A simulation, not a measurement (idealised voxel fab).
Process module under the name voxel self aligned contacts
Displayed cross-section: cut, width of 285 nm, square cells sized 5 nm.
Notation: cross-section as square-cell grid; stated in bands, top first, going down; one or more cell rows per band.
Read a band's entry like this: the first values are the height of its top and the height of its bottom in nm, and what follows is the sequence of materials from left to right, each with its width in nm. Note that "blank" is empty space, and that a single material marked "edge to edge" reaches across the band from edge to edge.
It should be noted that heights are counted from 0, beneath which the wafer as supplied is of one material throughout, and that the lowest band possesses no lower boundary but continues downward, as written in "0 nm and below".
Width "30->40": first value at the band's top row of cells, second value at its bottom row, equal change from row to row.
Where the words "identical to before" appear for a step, the cross-section shows no cell changed by that step; every cell remained as before.
Basically, "Fully sealed voids" tells you about the enclosed voids: empty spaces with no open way to the top, 8 cells or bigger, each written width x height at distance, where distance is from the left edge, all in nm.
Where a step's line continues beyond its settings, the continuation is a remark by the simulator itself on that step.
For masked steps, "overlay nm" on the step line gives how far right of plan the mask actually lay; a minus sign means it lay to the left.
-- plan
- 1: RECEIVE with material Si
- 2: OXIDIZE with depth nm 5
- 3: DIRECTIONAL_DEP with material polySi, thk nm 20
- 4: DIRECTIONAL_DEP with material SiN, thk nm 20
- 5: PATTERN with tone cover, mask id GATE, material resist, width nm 30, pitch nm 65, thk nm 20, overlay nm -15
- 6: DIRECTIONAL_ETCH with etch materials SiN, depth nm 20
- 7: DIRECTIONAL_ETCH with etch materials polySi, depth nm 20
- 8: STRIP with etch materials resist
- 9: CONFORMAL_DEP with material SiN, thk nm 10
- 10: DIRECTIONAL_ETCH with etch materials SiN, depth nm 10
- 11: FILL_DEP with material SiO2, thk nm 15
- 12: CMP with height nm 50
- 13: MASKED_ETCH with tone open, mask id CONTACT, width nm 45, etch materials SiO2, depth nm 55, overlay nm 0
- 14: CONFORMAL_DEP with material TiN, thk nm 5
- 15: FILL_DEP with material W, thk nm 10
- 16: CMP with height nm 50
- 17: CONFORMAL_DEP with material SiN, thk nm 5
Every wafer here starts from the same state; it is the step 5 overlay nm that distinguishes them, and the value the plan gives belongs to the first wafer.
-- First wafer of several, as received: cross-section after step 1
> 0 nm and below  Si edge to edge
> Fully sealed voids: none
-- Cross-section of the first of several wafers, taken after step 17, where the module ends
> 55 nm to 50 nm  SiN edge to edge
> 50 nm to 40 nm  SiO2=120, then TiN=5, then W=35->5, then TiN=5->35, then SiO2=120
> 40 nm to 20 nm  SiO2=70, then SiN=50, then TiN=5, then W=5, then TiN=5, then SiN=50, then SiO2=100
> 20 nm to 0 nm  SiO2=70, then SiN=10, then polySi=30, then SiN=10, then TiN=5, then W=5, then TiN=5, then SiN=10, then polySi=30, then SiN=10, then SiO2=100
> 0 nm to -5 nm  SiO2=120, then TiN=15, then SiO2=150
> -5 nm and below  Si edge to edge
> Fully sealed voids: none
-- End of module, last wafer sectioned
> 55 nm to 50 nm  SiN edge to edge
> 50 nm to 40 nm  SiO2=120, then TiN=5->35, then W=35->5, then TiN=5, then SiO2=120
> 40 nm to 20 nm  SiO2=100, then SiN=50, then TiN=5, then W=5, then TiN=5, then SiN=50, then SiO2=70
> 20 nm to 0 nm  SiO2=100, then SiN=10, then polySi=30, then SiN=10, then TiN=5, then W=5, then TiN=5, then SiN=10, then polySi=30, then SiN=10, then SiO2=70
> 0 nm to -5 nm  SiO2=150, then TiN=15, then SiO2=120
> -5 nm and below  Si edge to edge
> Fully sealed voids: none
-- Take any row and you have a wafer at the end of the module: how many cells of each material it has gained (+) or lost (-) since it was received, and then its closed voids
overlay nm -15 | -57 Si | +169 SiN | +422 SiO2 | +29 TiN | +16 W | +48 polySi | Fully sealed voids: none
overlay nm -10 | -57 Si | +169 SiN | +422 SiO2 | +29 TiN | +16 W | +48 polySi | Fully sealed voids: none
overlay nm -5 | -57 Si | +169 SiN | +422 SiO2 | +29 TiN | +16 W | +48 polySi | Fully sealed voids: none
overlay nm 0 | -57 Si | +169 SiN | +422 SiO2 | +29 TiN | +16 W | +48 polySi | Fully sealed voids: none
overlay nm 5 | -57 Si | +169 SiN | +422 SiO2 | +29 TiN | +16 W | +48 polySi | Fully sealed voids: none
overlay nm 10 | -57 Si | +169 SiN | +422 SiO2 | +29 TiN | +16 W | +48 polySi | Fully sealed voids: none
overlay nm 15 | -57 Si | +169 SiN | +422 SiO2 | +29 TiN | +16 W | +48 polySi | Fully sealed voids: none
